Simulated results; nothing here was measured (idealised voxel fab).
Documented hereafter: the process module known as voxel transistor to metal.
In the cross-section labelled cut, the width is 140 nm and each square cell is 5 nm.
The cross-sections in this document take the form of a grid made of square cells. They are written out as bands, in order from top to bottom. Each band consists of one or more rows of cells.
What a band's entry tells you: where the top is and where the bottom is, as heights in nm, and after that what lies inside, material by material from left to right, each with its width in nm. Empty space is written as the word "empty", and a single material marked with the word "edge to edge" occupies the band from edge to edge.
We count height from 0. Below that, the starting wafer is all one material. The lowest band never ends at the bottom but goes on down; see "0 down" for how that is written.
So if you see something like "30..40" for the width, read it as the top row of the band sitting at the first number and the bottom row at the second, with every row in between moving by the same amount as the last.
"left unchanged" after a step means that no cell of the cross-section changed.
So "Enclosed voids" is basically the list of trapped voids: any empty space of 8 cells or more that can't reach the top through an opening. They're written width x height at distance, the distance being from the left edge, and it's all nm.
Where a step's line continues beyond its settings, the continuation is a remark by the simulator itself on that step.
The line of a step may include "overlay nm". On a step with a mask, this value is how far to the right of its planned place the mask lay. A negative value means the mask lay to the left.

### This section lists the process steps that were planned
step 1: RECEIVE,material Si
step 2: CONFORMAL_DEP,material SiO2,thk nm 5
step 3: CONFORMAL_DEP,material SiN,thk nm 10
step 4: MASKED_ETCH,tone cover,mask id ACTIVE,width nm 100,etch materials SiN,depth nm 10,overlay nm 0
step 5: MASKED_ETCH,tone cover,mask id ACTIVE,width nm 100,etch materials SiO2,depth nm 5,overlay nm 0
step 6: MASKED_ETCH,tone cover,mask id ACTIVE,width nm 100,etch materials Si,depth nm 35,overlay nm 0
step 7: FILL_DEP,material SiO2,thk nm 10
step 8: CMP,height nm 15
step 9: SELECTIVE_ETCH,etch materials SiO2,depth nm 5
step 10: STRIP,etch materials SiN
step 11: SELECTIVE_ETCH,etch materials SiO2,depth nm 5
step 12: OXIDIZE,depth nm 5
step 13: DIRECTIONAL_DEP,material polySi,thk nm 25
step 14: DIRECTIONAL_DEP,material SiCN,thk nm 10
step 15: MASKED_ETCH,tone cover,mask id GATE,width nm 30,etch materials SiCN,depth nm 20,overlay nm 0
step 16: MASKED_ETCH,tone cover,mask id GATE,width nm 30,etch materials polySi,depth nm 35,overlay nm 0
step 17: CONFORMAL_DEP,material SiN,thk nm 10
step 18: DIRECTIONAL_ETCH,etch materials SiN,depth nm 10
step 19: DIRECTIONAL_ETCH,etch materials SiO2,depth nm 5
step 20: DIRECTIONAL_ETCH,etch materials Si,depth nm 15
step 21: EPI,material SiGe,thk nm 15
step 22: FILL_DEP,material SiO2,thk nm 10
step 23: CMP,height nm 25
step 24: STRIP,etch materials polySi
step 25: SELECTIVE_ETCH,etch materials SiO2,depth nm 5
step 26: CONFORMAL_DEP,material HfO2,thk nm 5
step 27: CONFORMAL_DEP,material TiN,thk nm 5
step 28: FILL_DEP,material W,thk nm 10
step 29: CMP,height nm 20
step 30: DIRECTIONAL_DEP,material SiO2,thk nm 10
step 31: MASKED_ETCH,tone open,mask id CONTACT,width nm 15,pitch nm 75,etch materials SiO2,depth nm 20,overlay nm 0
step 32: CONFORMAL_DEP,material TiN,thk nm 5
step 33: FILL_DEP,material W,thk nm 10
step 34: CMP,height nm 30
step 35: CONFORMAL_DEP,material SiN,thk nm 5
step 36: DIRECTIONAL_DEP,material lowk,thk nm 20
step 37: MASKED_ETCH,tone open,mask id METAL_1,width nm 15,pitch nm 75,etch materials lowk,depth nm 20,overlay nm 0
step 38: MASKED_ETCH,tone open,mask id METAL_1,width nm 15,pitch nm 75,etch materials SiN,depth nm 5,overlay nm 0
step 39: CONFORMAL_DEP,material TiN,thk nm 5
step 40: FILL_DEP,material Cu,thk nm 10
step 41: CMP,height nm 55
step 42: CONFORMAL_DEP,material SiN,thk nm 5

### Incoming wafer in cross-section (state: after step 1)
  0 down = Si edge to edge
  Enclosed voids: none

### Cross-section, end of module. Start: as above. Plan: as above. Execution: one mistake
  60 to 55 = SiN edge to edge
  55 to 35 = lowk: 25; TiN: 5; Cu: 5; TiN: 5; lowk: 60; TiN: 5; Cu: 5; TiN: 5; lowk: 25
  35 to 30 = SiN: 25; TiN: 15; SiN: 60; TiN: 15; SiN: 25
  30 to 20 = SiO2: 25; TiN: 5; W: 5; TiN: 5; SiO2: 60; TiN: 5; W: 5; TiN: 5; SiO2: 25
  20 to 15 = SiO2: 25; TiN: 5; W: 5; TiN: 5; SiO2: 5; SiN: 10; HfO2: 5; TiN: 5; SiCN: 10; TiN: 5; HfO2: 5; SiN: 10; SiO2: 5; TiN: 5; W: 5; TiN: 5; SiO2: 25
  15 to 10 = SiO2: 25; TiN: 15; SiO2: 5; SiN: 10; HfO2: 5; TiN: 5; SiCN: 10; TiN: 5; HfO2: 5; SiN: 10; SiO2: 5; TiN: 15; SiO2: 25
  10 to 5 = SiO2: 20; SiGe: 25; SiN: 10; HfO2: 5; TiN: 5; SiCN: 10; TiN: 5; HfO2: 5; SiN: 10; SiGe: 25; SiO2: 20
  5 to 0 = SiO2: 15; SiN: 10; SiGe: 20; SiN: 10; HfO2: 5; TiN: 20; HfO2: 5; SiN: 10; SiGe: 20; SiN: 10; SiO2: 15
  0 to -5 = SiO2: 25; SiGe: 20; SiO2: 5; HfO2: 40; SiO2: 5; SiGe: 20; SiO2: 25
  -5 to -20 = SiO2: 20; Si: 5; SiGe: 20; Si: 50; SiGe: 20; Si: 5; SiO2: 20
  -20 to -35 = SiO2: 20; Si: 100; SiO2: 20
  -35 down = Si edge to edge
  Enclosed voids: none
Deviation noted in wafer processing: step 28 was processed under conditions differing from the plan, specifically as FILL_DEP,material SiCN,thk nm 10
